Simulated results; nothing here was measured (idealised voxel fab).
This is a process module. Its name is voxel trench capacitor.
The cross-section on display is named cut; it measures 225 nm wide, and its cells are 5 nm squares.
Cross-sections here: square-cell grids, written as top-down lists of bands, a band being one or more rows of cells. The entry gives the band's vertical extent as a top height and a bottom height in nm, then its horizontal make-up as materials from left to right, each with a width in nm. "air" stands for empty space; a single material marked "full width" fills the band edge to edge. Convention: height 0 is the level below which the wafer, as received, is all one material. The lowest band does not terminate at the bottom but continues downward, represented as "0 down". Think of "30..40" as a width that walks from the first number to the second as you go down the band, top row to bottom row, taking equal-sized steps from row to row. "same as before", as given for a step, is the statement that not any cell of the cross-section underwent a change during that step. "Closed empty spaces" lists enclosed empty spaces (at least 8 cells, no open path upward to the top), each as width x height at distance from the left edge, in nm. Read whatever lies past the settings on a step's line as the simulator's own remark about the step. Regarding "overlay nm": on a step with a mask, it is the distance the mask lay to the right of its planned place; a negative value places it to the left.
Intended process steps:
| 1 | RECEIVE: material Si |
| 2 | CONFORMAL_DEP: material SiN, thk nm 5 |
| 3 | DIRECTIONAL_DEP: material aC, thk nm 10 |
| 4 | PATTERN: tone open, mask id TRENCH, material resist, width nm 15, pitch nm 45, thk nm 25, overlay nm 0 |
| 5 | DIRECTIONAL_ETCH: etch materials aC, depth nm 10 |
| 6 | STRIP: etch materials resist |
| 7 | DIRECTIONAL_ETCH: etch materials SiN, depth nm 5 |
| 8 | DIRECTIONAL_ETCH: etch materials Si, depth nm 30 |
| 9 | STRIP: etch materials aC |
| 10 | CONFORMAL_DEP: material Al2O3, thk nm 5 |
| 11 | FILL_DEP: material polySi, thk nm 10 |
| 12 | CMP: height nm 5 |
First of two wafers - as planned:
As-received wafer cross-section (after step 1):
    0 down = Si full width
    Closed empty spaces: none
State of the wafer after step 2, shown in cross-section:
    5 to 0 = SiN full width
    Nothing below the height 0 has changed.
State of the wafer after step 3, shown in cross-section:
    15 to 5 = aC full width
    Nothing below the height 5 has changed.
State of the wafer after step 4, shown in cross-section:
    40 to 15 = resist (80) / air (15) / resist (30) / air (15) / resist (85)
    Nothing below the height 15 has changed.
State of the wafer after step 5, shown in cross-section:
    30 to 15 = resist (80) / air (15) / resist (30) / air (15) / resist (85)
    15 to 5 = aC (80) / air (15) / aC (30) / air (15) / aC (85)
    Nothing below the height 5 has changed.
State of the wafer after step 6, shown in cross-section:
    15 to 5 = aC (80) / air (15) / aC (30) / air (15) / aC (85)
    Nothing below the height 5 has changed.
State of the wafer after step 7, shown in cross-section:
    15 to 5 = aC (80) / air (15) / aC (30) / air (15) / aC (85)
    5 to 0 = SiN (80) / air (15) / SiN (30) / air (15) / SiN (85)
    Nothing below the height 0 has changed.
State of the wafer after step 8, shown in cross-section:
    15 to 5 = aC (80) / air (15) / aC (30) / air (15) / aC (85)
    5 to 0 = SiN (80) / air (15) / SiN (30) / air (15) / SiN (85)
    0 to -30 = Si (80) / air (15) / Si (30) / air (15) / Si (85)
    Nothing below the height -30 has changed.
State of the wafer after step 9, shown in cross-section:
    5 to 0 = SiN (80) / air (15) / SiN (30) / air (15) / SiN (85)
    Nothing below the height 0 has changed.
State of the wafer after step 10, shown in cross-section:
    10 to 5 = Al2O3 (85) / air (5) / Al2O3 (40) / air (5) / Al2O3 (90)
    5 to 0 = SiN (80) / Al2O3 (5) / air (5) / Al2O3 (5) / SiN (30) / Al2O3 (5) / air (5) / Al2O3 (5) / SiN (85)
    0 to -25 = Si (80) / Al2O3 (5) / air (5) / Al2O3 (5) / Si (30) / Al2O3 (5) / air (5) / Al2O3 (5) / Si (85)
    -25 to -30 = Si (80) / Al2O3 (15) / Si (30) / Al2O3 (15) / Si (85)
    Nothing below the height -30 has changed.
State of the wafer after step 11, shown in cross-section:
    20 to 10 = polySi full width
    10 to 5 = Al2O3 (85) / polySi (5) / Al2O3 (40) / polySi (5) / Al2O3 (90)
    5 to 0 = SiN (80) / Al2O3 (5) / polySi (5) / Al2O3 (5) / SiN (30) / Al2O3 (5) / polySi (5) / Al2O3 (5) / SiN (85)
    0 to -25 = Si (80) / Al2O3 (5) / polySi (5) / Al2O3 (5) / Si (30) / Al2O3 (5) / polySi (5) / Al2O3 (5) / Si (85)
    Nothing below the height -25 has changed.
State of the wafer after step 12, shown in cross-section:
    5 to 0 = SiN (80) / Al2O3 (5) / polySi (5) / Al2O3 (5) / SiN (30) / Al2O3 (5) / polySi (5) / Al2O3 (5) / SiN (85)
    Nothing below the height 0 has changed.
Okay, second wafer. Nothing different at the start, nothing different in the plan, just one mistake somewhere in the running. As far as step 10, counting that step, it's the first wafer all over again:
When step 11 should have ended:
    20 to 10 = aC full width
    10 to 5 = Al2O3 (85) / aC (5) / Al2O3 (40) / aC (5) / Al2O3 (90)
    5 to 0 = SiN (80) / Al2O3 (5) / aC (5) / Al2O3 (5) / SiN (30) / Al2O3 (5) / aC (5) / Al2O3 (5) / SiN (85)
    0 to -25 = Si (80) / Al2O3 (5) / aC (5) / Al2O3 (5) / Si (30) / Al2O3 (5) / aC (5) / Al2O3 (5) / Si (85)
    Nothing below the height -25 has changed.
When step 12 should have ended:
    5 to 0 = SiN (80) / Al2O3 (5) / aC (5) / Al2O3 (5) / SiN (30) / Al2O3 (5) / aC (5) / Al2O3 (5) / SiN (85)
    Nothing below the height 0 has changed.
Deviation from plan: step 11 was processed under conditions differing from the plan, specifically as FILL_DEP: material aC, thk nm 10
Count the cells at the end and the second wafer has more or fewer of some materials than the first: aC +12 | polySi -12
